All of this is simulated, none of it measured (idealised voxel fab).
A process module follows: voxel self aligned vias.
Cross-sectional view cut (width: 230 nm; square cell size: 5 nm).
Reading order for cross-sections: top band down to bottom band. Underlying form: a grid of square cells. Band size: one or more rows of cells. Top height, bottom height, nm. Materials left to right, width each, nm. Single material + "full width" = fills band edge to edge. "empty" = empty. All heights in this document are referenced to 0, defined as the level beneath which the wafer, as received, consists entirely of one material. The lowest band is not bounded below; it extends indefinitely downward and is written in the form "from 0 down". It should be noted that a width expressed as "30->40" varies in equal increments from row to row of cells within the band, taking the value of the first number at the top row and that of the second number at the bottom row. Given "nothing was modified" for a step, no cell of the cross-section differs between before and after that step. Under "Cavities, closed" you'll find the enclosed gaps, the ones with no way out to the top, that are 8 cells or bigger; each reads width x height at distance, with distance counted from the left edge, everything in nm. If you see something after the settings on a step's line, that's the simulator's own remark about that step. The line of a step may include "overlay nm". On a step with a mask, this value is how far to the right of its planned place the mask lay. A negative value means the mask lay to the left.

**The process steps that were planned are listed below**
1) RECEIVE (material Si)
2) CONFORMAL_DEP (material SiO2; thk nm 10)
3) CONFORMAL_DEP (material SiCN; thk nm 5)
4) DIRECTIONAL_DEP (material SiO2; thk nm 30)
5) DIRECTIONAL_DEP (material aC; thk nm 15)
6) PATTERN (tone open; mask id LINES; material resist; width nm 25; pitch nm 55; thk nm 30; overlay nm 0)
7) DIRECTIONAL_ETCH (etch materials aC; depth nm 15)
8) STRIP (etch materials resist)
9) DIRECTIONAL_ETCH (etch materials SiO2; depth nm 30)
10) STRIP (etch materials aC)
11) CONFORMAL_DEP (material TiN; thk nm 5)
12) FILL_DEP (material W; thk nm 5)
13) CMP (height nm 45)
14) SELECTIVE_ETCH (etch materials W Ru TiN; depth nm 10)
15) FILL_DEP (material SiN; thk nm 5)
16) CMP (height nm 45)
17) DIRECTIONAL_DEP (material SiO2; thk nm 15)
18) DIRECTIONAL_DEP (material aC; thk nm 10)
19) PATTERN (tone open; mask id VIAS; material resist; width nm 35; pitch nm 55; thk nm 25; overlay nm 0)
20) DIRECTIONAL_ETCH (etch materials aC; depth nm 10)
21) STRIP (etch materials resist)
22) DIRECTIONAL_ETCH (etch materials SiO2; depth nm 15)
23) DIRECTIONAL_ETCH (etch materials SiN; depth nm 10)
24) STRIP (etch materials aC)
25) CONFORMAL_DEP (material TiN; thk nm 5)
26) FILL_DEP (material Ru; thk nm 5)
27) CMP (height nm 60)
28) CONFORMAL_DEP (material SiCN; thk nm 5)

**first wafer, as planned**

**Cross-section of the wafer as it came to us, i.e., already through step 1**
  from 0 down = Si full width
  Cavities, closed: none

**Wafer after step 2 (cross-section)**
  from 10 to 0 = SiO2 full width
  Unchanged below 0.

**Wafer after step 3 (cross-section)**
  from 15 to 10 = SiCN full width
  Unchanged below 10.

**Wafer after step 4 (cross-section)**
  from 45 to 15 = SiO2 full width
  Unchanged below 15.

**Wafer after step 5 (cross-section)**
  from 60 to 45 = aC full width
  Unchanged below 45.

**Wafer after step 6 (cross-section)**
  from 90 to 60 = resist: 45  empty: 25  resist: 30  empty: 25  resist: 30  empty: 25  resist: 50
  Unchanged below 60.

**Wafer after step 7 (cross-section)**
  from 75 to 60 = resist: 45  empty: 25  resist: 30  empty: 25  resist: 30  empty: 25  resist: 50
  from 60 to 45 = aC: 45  empty: 25  aC: 30  empty: 25  aC: 30  empty: 25  aC: 50
  Unchanged below 45.

**Wafer after step 8 (cross-section)**
  from 60 to 45 = aC: 45  empty: 25  aC: 30  empty: 25  aC: 30  empty: 25  aC: 50
  Unchanged below 45.

**Wafer after step 9 (cross-section)**
  from 60 to 45 = aC: 45  empty: 25  aC: 30  empty: 25  aC: 30  empty: 25  aC: 50
  from 45 to 15 = SiO2: 45  empty: 25  SiO2: 30  empty: 25  SiO2: 30  empty: 25  SiO2: 50
  Unchanged below 15.

**Wafer after step 10 (cross-section)**
  from 45 to 15 = SiO2: 45  empty: 25  SiO2: 30  empty: 25  SiO2: 30  empty: 25  SiO2: 50
  Unchanged below 15.

**Wafer after step 11 (cross-section)**
  from 50 to 45 = TiN: 50  empty: 15  TiN: 40  empty: 15  TiN: 40  empty: 15  TiN: 55
  from 45 to 20 = SiO2: 45  TiN: 5  empty: 15  TiN: 5  SiO2: 30  TiN: 5  empty: 15  TiN: 5  SiO2: 30  TiN: 5  empty: 15  TiN: 5  SiO2: 50
  from 20 to 15 = SiO2: 45  TiN: 25  SiO2: 30  TiN: 25  SiO2: 30  TiN: 25  SiO2: 50
  Unchanged below 15.

**Wafer after step 12 (cross-section)**
  from 55 to 50 = W full width
  from 50 to 45 = TiN: 50  W: 15  TiN: 40  W: 15  TiN: 40  W: 15  TiN: 55
  from 45 to 20 = SiO2: 45  TiN: 5  W: 15  TiN: 5  SiO2: 30  TiN: 5  W: 15  TiN: 5  SiO2: 30  TiN: 5  W: 15  TiN: 5  SiO2: 50
  Unchanged below 20.

**Wafer after step 13 (cross-section)**
  from 45 to 20 = SiO2: 45  TiN: 5  W: 15  TiN: 5  SiO2: 30  TiN: 5  W: 15  TiN: 5  SiO2: 30  TiN: 5  W: 15  TiN: 5  SiO2: 50
  Unchanged below 20.

**Wafer after step 14 (cross-section)**
  from 45 to 35 = SiO2: 45  empty: 25  SiO2: 30  empty: 25  SiO2: 30  empty: 25  SiO2: 50
  Unchanged below 35.

**Wafer after step 15 (cross-section)**
  from 50 to 45 = SiN full width
  from 45 to 35 = SiO2: 45  SiN: 25  SiO2: 30  SiN: 25  SiO2: 30  SiN: 25  SiO2: 50
  Unchanged below 35.

**Wafer after step 16 (cross-section)**
  from 45 to 35 = SiO2: 45  SiN: 25  SiO2: 30  SiN: 25  SiO2: 30  SiN: 25  SiO2: 50
  Unchanged below 35.

**Wafer after step 17 (cross-section)**
  from 60 to 45 = SiO2 full width
  Unchanged below 45.

**Wafer after step 18 (cross-section)**
  from 70 to 60 = aC full width
  Unchanged below 60.

**Wafer after step 19 (cross-section)**
  from 95 to 70 = resist: 40  empty: 35  resist: 20  empty: 35  resist: 20  empty: 35  resist: 45
  Unchanged below 70.

**Wafer after step 20 (cross-section)**
  from 85 to 70 = resist: 40  empty: 35  resist: 20  empty: 35  resist: 20  empty: 35  resist: 45
  from 70 to 60 = aC: 40  empty: 35  aC: 20  empty: 35  aC: 20  empty: 35  aC: 45
  Unchanged below 60.

**Wafer after step 21 (cross-section)**
  from 70 to 60 = aC: 40  empty: 35  aC: 20  empty: 35  aC: 20  empty: 35  aC: 45
  Unchanged below 60.

**Wafer after step 22 (cross-section)**
  from 70 to 60 = aC: 40  empty: 35  aC: 20  empty: 35  aC: 20  empty: 35  aC: 45
  from 60 to 45 = SiO2: 40  empty: 35  SiO2: 20  empty: 35  SiO2: 20  empty: 35  SiO2: 45
  Unchanged below 45.

**Wafer after step 23 (cross-section)**
  from 70 to 60 = aC: 40  empty: 35  aC: 20  empty: 35  aC: 20  empty: 35  aC: 45
  from 60 to 45 = SiO2: 40  empty: 35  SiO2: 20  empty: 35  SiO2: 20  empty: 35  SiO2: 45
  from 45 to 35 = SiO2: 45  empty: 25  SiO2: 30  empty: 25  SiO2: 30  empty: 25  SiO2: 50
  Unchanged below 35.

**Wafer after step 24 (cross-section)**
  from 60 to 45 = SiO2: 40  empty: 35  SiO2: 20  empty: 35  SiO2: 20  empty: 35  SiO2: 45
  Unchanged below 45.

**Wafer after step 25 (cross-section)**
  from 65 to 60 = TiN: 45  empty: 25  TiN: 30  empty: 25  TiN: 30  empty: 25  TiN: 50
  from 60 to 50 = SiO2: 40  TiN: 5  empty: 25  TiN: 5  SiO2: 20  TiN: 5  empty: 25  TiN: 5  SiO2: 20  TiN: 5  empty: 25  TiN: 5  SiO2: 45
  from 50 to 40 = SiO2: 40->45  TiN: 10->5  empty: 15  TiN: 10->5  SiO2: 20->30  TiN: 10->5  empty: 15  TiN: 10->5  SiO2: 20->30  TiN: 10->5  empty: 15  TiN: 10->5  SiO2: 45->50
  from 40 to 35 = SiO2: 45  TiN: 25  SiO2: 30  TiN: 25  SiO2: 30  TiN: 25  SiO2: 50
  Unchanged below 35.

**Wafer after step 26 (cross-section)**
  from 70 to 65 = Ru full width
  from 65 to 60 = TiN: 45  Ru: 25  TiN: 30  Ru: 25  TiN: 30  Ru: 25  TiN: 50
  from 60 to 50 = SiO2: 40  TiN: 5  Ru: 25  TiN: 5  SiO2: 20  TiN: 5  Ru: 25  TiN: 5  SiO2: 20  TiN: 5  Ru: 25  TiN: 5  SiO2: 45
  from 50 to 40 = SiO2: 40->45  TiN: 10->5  Ru: 15  TiN: 10->5  SiO2: 20->30  TiN: 10->5  Ru: 15  TiN: 10->5  SiO2: 20->30  TiN: 10->5  Ru: 15  TiN: 10->5  SiO2: 45->50
  Unchanged below 40.

**Wafer after step 27 (cross-section)**
  from 60 to 50 = SiO2: 40  TiN: 5  Ru: 25  TiN: 5  SiO2: 20  TiN: 5  Ru: 25  TiN: 5  SiO2: 20  TiN: 5  Ru: 25  TiN: 5  SiO2: 45
  Unchanged below 50.

**Wafer after step 28 (cross-section)**
  from 65 to 60 = SiCN full width
  Unchanged below 60.

**The second wafer: identical to the first at the outset and in its planned sequence, differing only in that one mistake was made during processing; up to and including step 13, its path is the first wafer's path**

**Second wafer, cross-section, planned end of step 14**
  from 45 to 30 = SiO2: 45  empty: 25  SiO2: 30  empty: 25  SiO2: 30  empty: 25  SiO2: 50
  Unchanged below 30.

**Second wafer, cross-section, planned end of step 15**
  from 50 to 45 = SiN full width
  from 45 to 30 = SiO2: 45  SiN: 25  SiO2: 30  SiN: 25  SiO2: 30  SiN: 25  SiO2: 50
  Unchanged below 30.

**Second wafer, cross-section, planned end of step 16**
  from 45 to 30 = SiO2: 45  SiN: 25  SiO2: 30  SiN: 25  SiO2: 30  SiN: 25  SiO2: 50
  Unchanged below 30.

**Second wafer, cross-section, planned end of step 17**
  from 60 to 45 = SiO2 full width
  Unchanged below 45.

**Second wafer, cross-section, planned end of step 18**
  from 70 to 60 = aC full width
  Unchanged below 60.

**Second wafer, cross-section, planned end of step 19**
  from 95 to 70 = resist: 40  empty: 35  resist: 20  empty: 35  resist: 20  empty: 35  resist: 45
  Unchanged below 70.

**Second wafer, cross-section, planned end of step 20**
  from 85 to 70 = resist: 40  empty: 35  resist: 20  empty: 35  resist: 20  empty: 35  resist: 45
  from 70 to 60 = aC: 40  empty: 35  aC: 20  empty: 35  aC: 20  empty: 35  aC: 45
  Unchanged below 60.

**Second wafer, cross-section, planned end of step 21**
  from 70 to 60 = aC: 40  empty: 35  aC: 20  empty: 35  aC: 20  empty: 35  aC: 45
  Unchanged below 60.

**Second wafer, cross-section, planned end of step 22**
  from 70 to 60 = aC: 40  empty: 35  aC: 20  empty: 35  aC: 20  empty: 35  aC: 45
  from 60 to 45 = SiO2: 40  empty: 35  SiO2: 20  empty: 35  SiO2: 20  empty: 35  SiO2: 45
  Unchanged below 45.

**Second wafer, cross-section, planned end of step 23**
  from 70 to 60 = aC: 40  empty: 35  aC: 20  empty: 35  aC: 20  empty: 35  aC: 45
  from 60 to 45 = SiO2: 40  empty: 35  SiO2: 20  empty: 35  SiO2: 20  empty: 35  SiO2: 45
  from 45 to 35 = SiO2: 45  empty: 25  SiO2: 30  empty: 25  SiO2: 30  empty: 25  SiO2: 50
  Unchanged below 35.

**Second wafer, cross-section, planned end of step 24**
  from 60 to 45 = SiO2: 40  empty: 35  SiO2: 20  empty: 35  SiO2: 20  empty: 35  SiO2: 45
  Unchanged below 45.

**Second wafer, cross-section, planned end of step 25**
  from 65 to 60 = TiN: 45  empty: 25  TiN: 30  empty: 25  TiN: 30  empty: 25  TiN: 50
  from 60 to 50 = SiO2: 40  TiN: 5  empty: 25  TiN: 5  SiO2: 20  TiN: 5  empty: 25  TiN: 5  SiO2: 20  TiN: 5  empty: 25  TiN: 5  SiO2: 45
  from 50 to 40 = SiO2: 40->45  TiN: 10->5  empty: 15  TiN: 10->5  SiO2: 20->30  TiN: 10->5  empty: 15  TiN: 10->5  SiO2: 20->30  TiN: 10->5  empty: 15  TiN: 10->5  SiO2: 45->50
  from 40 to 35 = SiO2: 45  TiN: 25  SiO2: 30  TiN: 25  SiO2: 30  TiN: 25  SiO2: 50
  Unchanged below 35.

**Second wafer, cross-section, planned end of step 26**
  from 70 to 65 = Ru full width
  from 65 to 60 = TiN: 45  Ru: 25  TiN: 30  Ru: 25  TiN: 30  Ru: 25  TiN: 50
  from 60 to 50 = SiO2: 40  TiN: 5  Ru: 25  TiN: 5  SiO2: 20  TiN: 5  Ru: 25  TiN: 5  SiO2: 20  TiN: 5  Ru: 25  TiN: 5  SiO2: 45
  from 50 to 40 = SiO2: 40->45  TiN: 10->5  Ru: 15  TiN: 10->5  SiO2: 20->30  TiN: 10->5  Ru: 15  TiN: 10->5  SiO2: 20->30  TiN: 10->5  Ru: 15  TiN: 10->5  SiO2: 45->50
  Unchanged below 40.

**Second wafer, cross-section, planned end of step 27**
  from 60 to 50 = SiO2: 40  TiN: 5  Ru: 25  TiN: 5  SiO2: 20  TiN: 5  Ru: 25  TiN: 5  SiO2: 20  TiN: 5  Ru: 25  TiN: 5  SiO2: 45
  Unchanged below 50.

**Second wafer, cross-section, planned end of step 28**
  from 65 to 60 = SiCN full width
  Unchanged below 60.
Diagnosis: step 14 was run on a setting that differed from the plan, and what really ran there is SELECTIVE_ETCH (etch materials W Ru TiN; depth nm 15)
Materials where the second wafer ends with more or fewer cells than the first: +15 SiN, -6 TiN, -9 W
